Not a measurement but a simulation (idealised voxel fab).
This is a process module. Its name is voxel trench capacitor.
Cross-section cut spans 160 nm and uses square cells 5 nm in size.
Each cross-section below is a grid of square cells, stated as bands in top-down order, with one or more rows of cells making up each band.
Top, bottom (nm), then materials left to right with widths (nm); lone material tagged "everywhere" fills the whole band edge to edge; "empty" = empty space.
Below 0: as-received wafer, all one material; heights counted from there. Lowest band: no bottom, goes on down, written "0..down".
A width given as "30 to 40" starts at the first number in the band's top row and ends at the second number in its bottom row, shifting by an equal amount at every step from row to row.
Any step labelled "nothing was modified" changed none of the cells in the cross-section.
Voids not open to the top, 8 cells minimum: see "Enclosed void catalog". Written width x height at distance; distance is from the left edge; nm.
Anything after a step's settings on that line? It's the simulator's own note about the step.
When a step includes a mask, the "overlay nm" setting on its line states how far to the right of its planned place that mask lay, and negative values state how far to the left.
Note: before/after cross-section pairs follow, one process step per pair, after-side truncated at the lowest changed band, step and settings given beneath. Different runs of this module on the same starting wafer may supply the pairs; a pair continues the one above only where the "Pre-step" entry says so.
Pre-step:
> 0..down = Si everywhere
> Enclosed void catalog: none
As Processed:
> 5..0 = SiN everywhere
> Rest of section, below 0: as before.
> Enclosed void catalog: none
Between before and after, shown above: op CONFORMAL_DEP | material SiN | thk nm 5
Pre-step: nothing new to draw here, it's the after view of the pair just above.
As Processed:
> 20..5 = aC everywhere
> Rest of section, below 5: as before.
> Enclosed void catalog: none
Between before and after, shown above: op DIRECTIONAL_DEP | material aC | thk nm 15
Pre-step: nothing new to draw here, it's the after view of the pair just above.
As Processed:
> 50..20 = resist=55; empty=15; resist=20; empty=15; resist=55
> Rest of section, below 20: as before.
> Enclosed void catalog: none
Between before and after, shown above: op PATTERN | tone open | mask id TRENCH | material resist | width nm 15 | pitch nm 35 | thk nm 30 | overlay nm 0
Pre-step: nothing new to draw here, it's the after view of the pair just above.
As Processed:
> 35..20 = resist=55; empty=15; resist=20; empty=15; resist=55
> 20..5 = aC=55; empty=15; aC=20; empty=15; aC=55
> Rest of section, below 5: as before.
> Enclosed void catalog: none
Between before and after, shown above: op DIRECTIONAL_ETCH | etch materials aC | depth nm 15
Pre-step: nothing new to draw here, it's the after view of the pair just above.
As Processed:
> 20..5 = aC=55; empty=15; aC=20; empty=15; aC=55
> Rest of section, below 5: as before.
> Enclosed void catalog: none
Between before and after, shown above: op STRIP | etch materials resist
Pre-step: nothing new to draw here, it's the after view of the pair just above.
As Processed:
> 20..5 = aC=55; empty=15; aC=20; empty=15; aC=55
> 5..0 = SiN=55; empty=15; SiN=20; empty=15; SiN=55
> Rest of section, below 0: as before.
> Enclosed void catalog: none
Between before and after, shown above: op DIRECTIONAL_ETCH | etch materials SiN | depth nm 5
Pre-step: nothing new to draw here, it's the after view of the pair just above.
As Processed:
> 20..5 = aC=55; empty=15; aC=20; empty=15; aC=55
> 5..0 = SiN=55; empty=15; SiN=20; empty=15; SiN=55
> 0..-25 = Si=55; empty=15; Si=20; empty=15; Si=55
> Rest of section, below -25: as before.
> Enclosed void catalog: none
Between before and after, shown above: op DIRECTIONAL_ETCH | etch materials Si | depth nm 25
Pre-step: nothing new to draw here, it's the after view of the pair just above.
As Processed:
> 5..0 = SiN=55; empty=15; SiN=20; empty=15; SiN=55
> Rest of section, below 0: as before.
> Enclosed void catalog: none
Between before and after, shown above: op STRIP | etch materials aC
Pre-step: nothing new to draw here, it's the after view of the pair just above.
As Processed:
> 10..5 = Al2O3=60; empty=5; Al2O3=30; empty=5; Al2O3=60
> 5..0 = SiN=55; Al2O3=5; empty=5; Al2O3=5; SiN=20; Al2O3=5; empty=5; Al2O3=5; SiN=55
> 0..-20 = Si=55; Al2O3=5; empty=5; Al2O3=5; Si=20; Al2O3=5; empty=5; Al2O3=5; Si=55
> -20..-25 = Si=55; Al2O3=15; Si=20; Al2O3=15; Si=55
> Rest of section, below -25: as before.
> Enclosed void catalog: none
Between before and after, shown above: op CONFORMAL_DEP | material Al2O3 | thk nm 5
Pre-step: nothing new to draw here, it's the after view of the pair just above.
As Processed:
> 15..10 = polySi everywhere
> 10..5 = Al2O3=60; polySi=5; Al2O3=30; polySi=5; Al2O3=60
> 5..0 = SiN=55; Al2O3=5; polySi=5; Al2O3=5; SiN=20; Al2O3=5; polySi=5; Al2O3=5; SiN=55
> 0..-20 = Si=55; Al2O3=5; polySi=5; Al2O3=5; Si=20; Al2O3=5; polySi=5; Al2O3=5; Si=55
> Rest of section, below -20: as before.
> Enclosed void catalog: none
Between before and after, shown above: op FILL_DEP | material polySi | thk nm 5
Pre-step: nothing new to draw here, it's the after view of the pair just above.
As Processed:
> 5..0 = SiN=55; Al2O3=5; polySi=5; Al2O3=5; SiN=20; Al2O3=5; polySi=5; Al2O3=5; SiN=55
> Rest of section, below 0: as before.
> Enclosed void catalog: none
Between before and after, shown above: op CMP | height nm 5
Pre-step:
> 35..20 = resist=55; empty=15; resist=20; empty=15; resist=55
> 20..5 = aC=55; empty=15; aC=20; empty=15; aC=55
> 5..0 = SiN everywhere
> 0..down = Si everywhere
> Enclosed void catalog: none
As Processed:
> 35..20 = resist=55; empty=15; resist=20; empty=15; resist=55
> 20..5 = aC=55; empty=15; aC=20; empty=15; aC=55
> 5..0 = SiN=55; empty=15; SiN=20; empty=15; SiN=55
> Rest of section, below 0: as before.
> Enclosed void catalog: none
Between before and after, shown above: op DIRECTIONAL_ETCH | etch materials SiN | depth nm 5
Pre-step: nothing new to draw here, it's the after view of the pair just above.
As Processed:
> 35..20 = resist=55; empty=15; resist=20; empty=15; resist=55
> 20..5 = aC=55; empty=15; aC=20; empty=15; aC=55
> 5..0 = SiN=55; empty=15; SiN=20; empty=15; SiN=55
> 0..-25 = Si=55; empty=15; Si=20; empty=15; Si=55
> Rest of section, below -25: as before.
> Enclosed void catalog: none
Between before and after, shown above: op DIRECTIONAL_ETCH | etch materials Si | depth nm 25
Pre-step: nothing new to draw here, it's the after view of the pair just above.
As Processed:
> 5..0 = SiN=55; empty=15; SiN=20; empty=15; SiN=55
> Rest of section, below 0: as before.
> Enclosed void catalog: none
Between before and after, shown above: op STRIP | etch materials aC
Pre-step:
> 20..5 = aC=55; empty=15; aC=20; empty=15; aC=55
> 5..0 = SiN=55; empty=15; SiN=20; empty=15; SiN=55
> 0..-25 = Si=55; empty=15; Si=20; empty=15; Si=55
> -25..down = Si everywhere
> Enclosed void catalog: none
As Processed:
> 20..5 = aC=55; empty=15; aC=20; empty=15; aC=55
> 5..0 = SiN=55; empty=15; SiN=20; empty=15; SiN=55
> 0..-50 = Si=55; empty=15; Si=20; empty=15; Si=55
> Rest of section, below -50: as before.
> Enclosed void catalog: none
Between before and after, shown above: op DIRECTIONAL_ETCH | etch materials Si | depth nm 25
Pre-step: nothing new to draw here, it's the after view of the pair just above.
As Processed:
> 5..0 = SiN=55; empty=15; SiN=20; empty=15; SiN=55
> Rest of section, below 0: as before.
> Enclosed void catalog: none
Between before and after, shown above: op STRIP | etch materials aC
Pre-step: nothing new to draw here, it's the after view of the pair just above.
As Processed:
> 10..5 = Al2O3=60; empty=5; Al2O3=30; empty=5; Al2O3=60
> 5..0 = SiN=55; Al2O3=5; empty=5; Al2O3=5; SiN=20; Al2O3=5; empty=5; Al2O3=5; SiN=55
> 0..-45 = Si=55; Al2O3=5; empty=5; Al2O3=5; Si=20; Al2O3=5; empty=5; Al2O3=5; Si=55
> -45..-50 = Si=55; Al2O3=15; Si=20; Al2O3=15; Si=55
> Rest of section, below -50: as before.
> Enclosed void catalog: none
Between before and after, shown above: op CONFORMAL_DEP | material Al2O3 | thk nm 5
Pre-step: nothing new to draw here, it's the after view of the pair just above.
As Processed:
> 15..10 = polySi everywhere
> 10..5 = Al2O3=60; polySi=5; Al2O3=30; polySi=5; Al2O3=60
> 5..0 = SiN=55; Al2O3=5; polySi=5; Al2O3=5; SiN=20; Al2O3=5; polySi=5; Al2O3=5; SiN=55
> 0..-45 = Si=55; Al2O3=5; polySi=5; Al2O3=5; Si=20; Al2O3=5; polySi=5; Al2O3=5; Si=55
> Rest of section, below -45: as before.
> Enclosed void catalog: none
Between before and after, shown above: op FILL_DEP | material polySi | thk nm 5
Pre-step: nothing new to draw here, it's the after view of the pair just above.
As Processed:
> 5..0 = SiN=55; Al2O3=5; polySi=5; Al2O3=5; SiN=20; Al2O3=5; polySi=5; Al2O3=5; SiN=55
> Rest of section, below 0: as before.
> Enclosed void catalog: none
Between before and after, shown above: op CMP | height nm 5
Pre-step:
> 20..5 = aC=55; empty=15; aC=20; empty=15; aC=55
> 5..0 = SiN=55; empty=15; SiN=20; empty=15; SiN=55
> 0..down = Si everywhere
> Enclosed void catalog: none
As Processed:
> 5..0 = SiN=55; empty=15; SiN=20; empty=15; SiN=55
> Rest of section, below 0: as before.
> Enclosed void catalog: none
Between before and after, shown above: op STRIP | etch materials aC
Pre-step: nothing new to draw here, it's the after view of the pair just above.
As Processed:
> 5..0 = SiN=55; empty=15; SiN=20; empty=15; SiN=55
> 0..-25 = Si=55; empty=15; Si=20; empty=15; Si=55
> Rest of section, below -25: as before.
> Enclosed void catalog: none
Between before and after, shown above: op DIRECTIONAL_ETCH | etch materials Si | depth nm 25
Pre-step:
> 20..5 = aC=55; empty=15; aC=20; empty=15; aC=55
> 5..0 = SiN=55; empty=15; SiN=20; empty=15; SiN=55
> 0..down = Si everywhere
> Enclosed void catalog: none
As Processed:
> 20..5 = aC=55; empty=15; aC=20; empty=15; aC=55
> 5..0 = SiN=55; empty=15; SiN=20; empty=15; SiN=55
> 0..-30 = Si=55; empty=15; Si=20; empty=15; Si=55
> Rest of section, below -30: as before.
> Enclosed void catalog: none
Between before and after, shown above: op DIRECTIONAL_ETCH | etch materials Si | depth nm 30
Pre-step: nothing new to draw here, it's the after view of the pair just above.
As Processed:
> 5..0 = SiN=55; empty=15; SiN=20; empty=15; SiN=55
> Rest of section, below 0: as before.
> Enclosed void catalog: none
Between before and after, shown above: op STRIP | etch materials aC
Pre-step: nothing new to draw here, it's the after view of the pair just above.
As Processed:
> 10..5 = Al2O3=60; empty=5; Al2O3=30; empty=5; Al2O3=60
> 5..0 = SiN=55; Al2O3=5; empty=5; Al2O3=5; SiN=20; Al2O3=5; empty=5; Al2O3=5; SiN=55
> 0..-25 = Si=55; Al2O3=5; empty=5; Al2O3=5; Si=20; Al2O3=5; empty=5; Al2O3=5; Si=55
> -25..-30 = Si=55; Al2O3=15; Si=20; Al2O3=15; Si=55
> Rest of section, below -30: as before.
> Enclosed void catalog: none
Between before and after, shown above: op CONFORMAL_DEP | material Al2O3 | thk nm 5
Pre-step: nothing new to draw here, it's the after view of the pair just above.
As Processed:
> 15..10 = polySi everywhere
> 10..5 = Al2O3=60; polySi=5; Al2O3=30; polySi=5; Al2O3=60
> 5..0 = SiN=55; Al2O3=5; polySi=5; Al2O3=5; SiN=20; Al2O3=5; polySi=5; Al2O3=5; SiN=55
> 0..-25 = Si=55; Al2O3=5; polySi=5; Al2O3=5; Si=20; Al2O3=5; polySi=5; Al2O3=5; Si=55
> Rest of section, below -25: as before.
> Enclosed void catalog: none
Between before and after, shown above: op FILL_DEP | material polySi | thk nm 5
Pre-step: nothing new to draw here, it's the after view of the pair just above.
As Processed:
> 5..0 = SiN=55; Al2O3=5; polySi=5; Al2O3=5; SiN=20; Al2O3=5; polySi=5; Al2O3=5; SiN=55
> Rest of section, below 0: as before.
> Enclosed void catalog: none
Between before and after, shown above: op CMP | height nm 5
Pre-step:
> 20..5 = aC everywhere
> 5..0 = SiN everywhere
> 0..down = Si everywhere
> Enclosed void catalog: none
As Processed:
> 50..20 = resist=55; empty=20; resist=15; empty=20; resist=50
> Rest of section, below 20: as before.
> Enclosed void catalog: none
Between before and after, shown above: op PATTERN | tone open | mask id TRENCH | material resist | width nm 20 | pitch nm 35 | thk nm 30 | overlay nm 0
Pre-step: nothing new to draw here, it's the after view of the pair just above.
As Processed:
> 35..20 = resist=55; empty=20; resist=15; empty=20; resist=50
> 20..5 = aC=55; empty=20; aC=15; empty=20; aC=50
> Rest of section, below 5: as before.
> Enclosed void catalog: none
Between before and after, shown above: op DIRECTIONAL_ETCH | etch materials aC | depth nm 15
Pre-step: nothing new to draw here, it's the after view of the pair just above.
As Processed:
> 20..5 = aC=55; empty=20; aC=15; empty=20; aC=50
> Rest of section, below 5: as before.
> Enclosed void catalog: none
Between before and after, shown above: op STRIP | etch materials resist
Pre-step: nothing new to draw here, it's the after view of the pair just above.
As Processed:
> 20..5 = aC=55; empty=20; aC=15; empty=20; aC=50
> 5..0 = SiN=55; empty=20; SiN=15; empty=20; SiN=50
> Rest of section, below 0: as before.
> Enclosed void catalog: none
Between before and after, shown above: op DIRECTIONAL_ETCH | etch materials SiN | depth nm 5
Pre-step: nothing new to draw here, it's the after view of the pair just above.
As Processed:
> 20..5 = aC=55; empty=20; aC=15; empty=20; aC=50
> 5..0 = SiN=55; empty=20; SiN=15; empty=20; SiN=50
> 0..-25 = Si=55; empty=20; Si=15; empty=20; Si=50
> Rest of section, below -25: as before.
> Enclosed void catalog: none
Between before and after, shown above: op DIRECTIONAL_ETCH | etch materials Si | depth nm 25
Pre-step: nothing new to draw here, it's the after view of the pair just above.
As Processed:
> 5..0 = SiN=55; empty=20; SiN=15; empty=20; SiN=50
> Rest of section, below 0: as before.
> Enclosed void catalog: none
Between before and after, shown above: op STRIP | etch materials aC
Pre-step: nothing new to draw here, it's the after view of the pair just above.
As Processed:
> 10..5 = Al2O3=60; empty=10; Al2O3=25; empty=10; Al2O3=55
> 5..0 = SiN=55; Al2O3=5; empty=10; Al2O3=5; SiN=15; Al2O3=5; empty=10; Al2O3=5; SiN=50
> 0..-20 = Si=55; Al2O3=5; empty=10; Al2O3=5; Si=15; Al2O3=5; empty=10; Al2O3=5; Si=50
> -20..-25 = Si=55; Al2O3=20; Si=15; Al2O3=20; Si=50
> Rest of section, below -25: as before.
> Enclosed void catalog: none
Between before and after, shown above: op CONFORMAL_DEP | material Al2O3 | thk nm 5
Pre-step: nothing new to draw here, it's the after view of the pair just above.
As Processed:
> 15..10 = polySi everywhere
> 10..5 = Al2O3=60; polySi=10; Al2O3=25; polySi=10; Al2O3=55
> 5..0 = SiN=55; Al2O3=5; polySi=10; Al2O3=5; SiN=15; Al2O3=5; polySi=10; Al2O3=5; SiN=50
> 0..-20 = Si=55; Al2O3=5; polySi=10; Al2O3=5; Si=15; Al2O3=5; polySi=10; Al2O3=5; Si=50
> Rest of section, below -20: as before.
> Enclosed void catalog: none
Between before and after, shown above: op FILL_DEP | material polySi | thk nm 5
Pre-step: nothing new to draw here, it's the after view of the pair just above.
As Processed:
> 5..0 = SiN=55; Al2O3=5; polySi=10; Al2O3=5; SiN=15; Al2O3=5; polySi=10; Al2O3=5; SiN=50
> Rest of section, below 0: as before.
> Enclosed void catalog: none
Between before and after, shown above: op CMP | height nm 5
Pre-step:
> 20..5 = aC everywhere
> 5..0 = SiN everywhere
> 0..down = Si everywhere
> Enclosed void catalog: none
As Processed:
> 50..20 = resist=45; empty=15; resist=20; empty=15; resist=65
> Rest of section, below 20: as before.
> Enclosed void catalog: none
Between before and after, shown above: op PATTERN | tone open | mask id TRENCH | material resist | width nm 15 | pitch nm 35 | thk nm 30 | overlay nm -10
Pre-step: nothing new to draw here, it's the after view of the pair just above.
As Processed:
> 35..20 = resist=45; empty=15; resist=20; empty=15; resist=65
> 20..5 = aC=45; empty=15; aC=20; empty=15; aC=65
> Rest of section, below 5: as before.
> Enclosed void catalog: none
Between before and after, shown above: op DIRECTIONAL_ETCH | etch materials aC | depth nm 15
Pre-step: nothing new to draw here, it's the after view of the pair just above.
As Processed:
> 20..5 = aC=45; empty=15; aC=20; empty=15; aC=65
> Rest of section, below 5: as before.
> Enclosed void catalog: none
Between before and after, shown above: op STRIP | etch materials resist
Pre-step: nothing new to draw here, it's the after view of the pair just above.
As Processed:
> 20..5 = aC=45; empty=15; aC=20; empty=15; aC=65
> 5..0 = SiN=45; empty=15; SiN=20; empty=15; SiN=65
> Rest of section, below 0: as before.
> Enclosed void catalog: none
Between before and after, shown above: op DIRECTIONAL_ETCH | etch materials SiN | depth nm 5
Pre-step: nothing new to draw here, it's the after view of the pair just above.
As Processed:
> 20..5 = aC=45; empty=15; aC=20; empty=15; aC=65
> 5..0 = SiN=45; empty=15; SiN=20; empty=15; SiN=65
> 0..-25 = Si=45; empty=15; Si=20; empty=15; Si=65
> Rest of section, below -25: as before.
> Enclosed void catalog: none
Between before and after, shown above: op DIRECTIONAL_ETCH | etch materials Si | depth nm 25
Pre-step: nothing new to draw here, it's the after view of the pair just above.
As Processed:
> 5..0 = SiN=45; empty=15; SiN=20; empty=15; SiN=65
> Rest of section, below 0: as before.
> Enclosed void catalog: none
Between before and after, shown above: op STRIP | etch materials aC
Pre-step: nothing new to draw here, it's the after view of the pair just above.
As Processed:
> 10..5 = Al2O3=50; empty=5; Al2O3=30; empty=5; Al2O3=70
> 5..0 = SiN=45; Al2O3=5; empty=5; Al2O3=5; SiN=20; Al2O3=5; empty=5; Al2O3=5; SiN=65
> 0..-20 = Si=45; Al2O3=5; empty=5; Al2O3=5; Si=20; Al2O3=5; empty=5; Al2O3=5; Si=65
> -20..-25 = Si=45; Al2O3=15; Si=20; Al2O3=15; Si=65
> Rest of section, below -25: as before.
> Enclosed void catalog: none
Between before and after, shown above: op CONFORMAL_DEP | material Al2O3 | thk nm 5
Pre-step: nothing new to draw here, it's the after view of the pair just above.
As Processed:
> 15..10 = polySi everywhere
> 10..5 = Al2O3=50; polySi=5; Al2O3=30; polySi=5; Al2O3=70
> 5..0 = SiN=45; Al2O3=5; polySi=5; Al2O3=5; SiN=20; Al2O3=5; polySi=5; Al2O3=5; SiN=65
> 0..-20 = Si=45; Al2O3=5; polySi=5; Al2O3=5; Si=20; Al2O3=5; polySi=5; Al2O3=5; Si=65
> Rest of section, below -20: as before.
> Enclosed void catalog: none
Between before and after, shown above: op FILL_DEP | material polySi | thk nm 5
Pre-step: nothing new to draw here, it's the after view of the pair just above.
As Processed:
> 5..0 = SiN=45; Al2O3=5; polySi=5; Al2O3=5; SiN=20; Al2O3=5; polySi=5; Al2O3=5; SiN=65
> Rest of section, below 0: as before.
> Enclosed void catalog: none
Between before and after, shown above: op CMP | height nm 5
Pre-step:
> 5..0 = SiN=55; empty=15; SiN=20; empty=15; SiN=55
> 0..-25 = Si=55; empty=15; Si=20; empty=15; Si=55
> -25..down = Si everywhere
> Enclosed void catalog: none
As Processed:
> 10..0 = SiN=60; empty=5; SiN=30; empty=5; SiN=60
> 0..-20 = Si=55; SiN=5; empty=5; SiN=5; Si=20; SiN=5; empty=5; SiN=5; Si=55
> -20..-25 = Si=55; SiN=15; Si=20; SiN=15; Si=55
> Rest of section, below -25: as before.
> Enclosed void catalog: none
Between before and after, shown above: op CONFORMAL_DEP | material SiN | thk nm 5
Pre-step: nothing new to draw here, it's the after view of the pair just above.
As Processed:
> 15..10 = polySi everywhere
> 10..0 = SiN=60; polySi=5; SiN=30; polySi=5; SiN=60
> 0..-20 = Si=55; SiN=5; polySi=5; SiN=5; Si=20; SiN=5; polySi=5; SiN=5; Si=55
> Rest of section, below -20: as before.
> Enclosed void catalog: none
Between before and after, shown above: op FILL_DEP | material polySi | thk nm 5
Pre-step: nothing new to draw here, it's the after view of the pair just above.
As Processed:
> 5..0 = SiN=60; polySi=5; SiN=30; polySi=5; SiN=60
> Rest of section, below 0: as before.
> Enclosed void catalog: none
Between before and after, shown above: op CMP | height nm 5
Pre-step:
> 20..5 = aC everywhere
> 5..0 = SiN everywhere
> 0..down = Si everywhere
> Enclosed void catalog: none
As Processed:
> 50..20 = empty=55; resist=15; empty=20; resist=15; empty=55
> Rest of section, below 20: as before.
> Enclosed void catalog: none
Between before and after, shown above: op PATTERN | tone cover | mask id TRENCH | material resist | width nm 15 | pitch nm 35 | thk nm 30 | overlay nm 0
Pre-step: nothing new to draw here, it's the after view of the pair just above.
As Processed:
> 35..20 = empty=55; resist=15; empty=20; resist=15; empty=55
> 20..5 = empty=55; aC=15; empty=20; aC=15; empty=55
> Rest of section, below 5: as before.
> Enclosed void catalog: none
Between before and after, shown above: op DIRECTIONAL_ETCH | etch materials aC | depth nm 15
Pre-step: nothing new to draw here, it's the after view of the pair just above.
As Processed:
> 20..5 = empty=55; aC=15; empty=20; aC=15; empty=55
> Rest of section, below 5: as before.
> Enclosed void catalog: none
Between before and after, shown above: op STRIP | etch materials resist
Pre-step: nothing new to draw here, it's the after view of the pair just above.
As Processed:
> 20..5 = empty=55; aC=15; empty=20; aC=15; empty=55
> 5..0 = empty=55; SiN=15; empty=20; SiN=15; empty=55
> Rest of section, below 0: as before.
> Enclosed void catalog: none
Between before and after, shown above: op DIRECTIONAL_ETCH | etch materials SiN | depth nm 5
Pre-step: nothing new to draw here, it's the after view of the pair just above.
As Processed:
> 20..5 = empty=55; aC=15; empty=20; aC=15; empty=55
> 5..0 = empty=55; SiN=15; empty=20; SiN=15; empty=55
> 0..-25 = empty=55; Si=15; empty=20; Si=15; empty=55
> Rest of section, below -25: as before.
> Enclosed void catalog: none
Between before and after, shown above: op DIRECTIONAL_ETCH | etch materials Si | depth nm 25
Pre-step: nothing new to draw here, it's the after view of the pair just above.
As Processed:
> 5..0 = empty=55; SiN=15; empty=20; SiN=15; empty=55
> Rest of section, below 0: as before.
> Enclosed void catalog: none
Between before and after, shown above: op STRIP | etch materials aC
Pre-step: nothing new to draw here, it's the after view of the pair just above.
As Processed:
> 10..5 = empty=50; Al2O3=25; empty=10; Al2O3=25; empty=50
> 5..0 = empty=50; Al2O3=5; SiN=15; Al2O3=5; empty=10; Al2O3=5; SiN=15; Al2O3=5; empty=50
> 0..-20 = empty=50; Al2O3=5; Si=15; Al2O3=5; empty=10; Al2O3=5; Si=15; Al2O3=5; empty=50
> -20..-25 = Al2O3=55; Si=15; Al2O3=20; Si=15; Al2O3=55
> Rest of section, below -25: as before.
> Enclosed void catalog: none
Between before and after, shown above: op CONFORMAL_DEP | material Al2O3 | thk nm 5
Pre-step: nothing new to draw here, it's the after view of the pair just above.
As Processed:
> 15..10 = polySi everywhere
> 10..5 = polySi=50; Al2O3=25; polySi=10; Al2O3=25; polySi=50
> 5..0 = polySi=50; Al2O3=5; SiN=15; Al2O3=5; polySi=10; Al2O3=5; SiN=15; Al2O3=5; polySi=50
> 0..-20 = polySi=50; Al2O3=5; Si=15; Al2O3=5; polySi=10; Al2O3=5; Si=15; Al2O3=5; polySi=50
> Rest of section, below -20: as before.
> Enclosed void catalog: none
Between before and after, shown above: op FILL_DEP | material polySi | thk nm 5
Pre-step: nothing new to draw here, it's the after view of the pair just above.
As Processed:
> 5..0 = polySi=50; Al2O3=5; SiN=15; Al2O3=5; polySi=10; Al2O3=5; SiN=15; Al2O3=5; polySi=50
> Rest of section, below 0: as before.
> Enclosed void catalog: none
Between before and after, shown above: op CMP | height nm 5
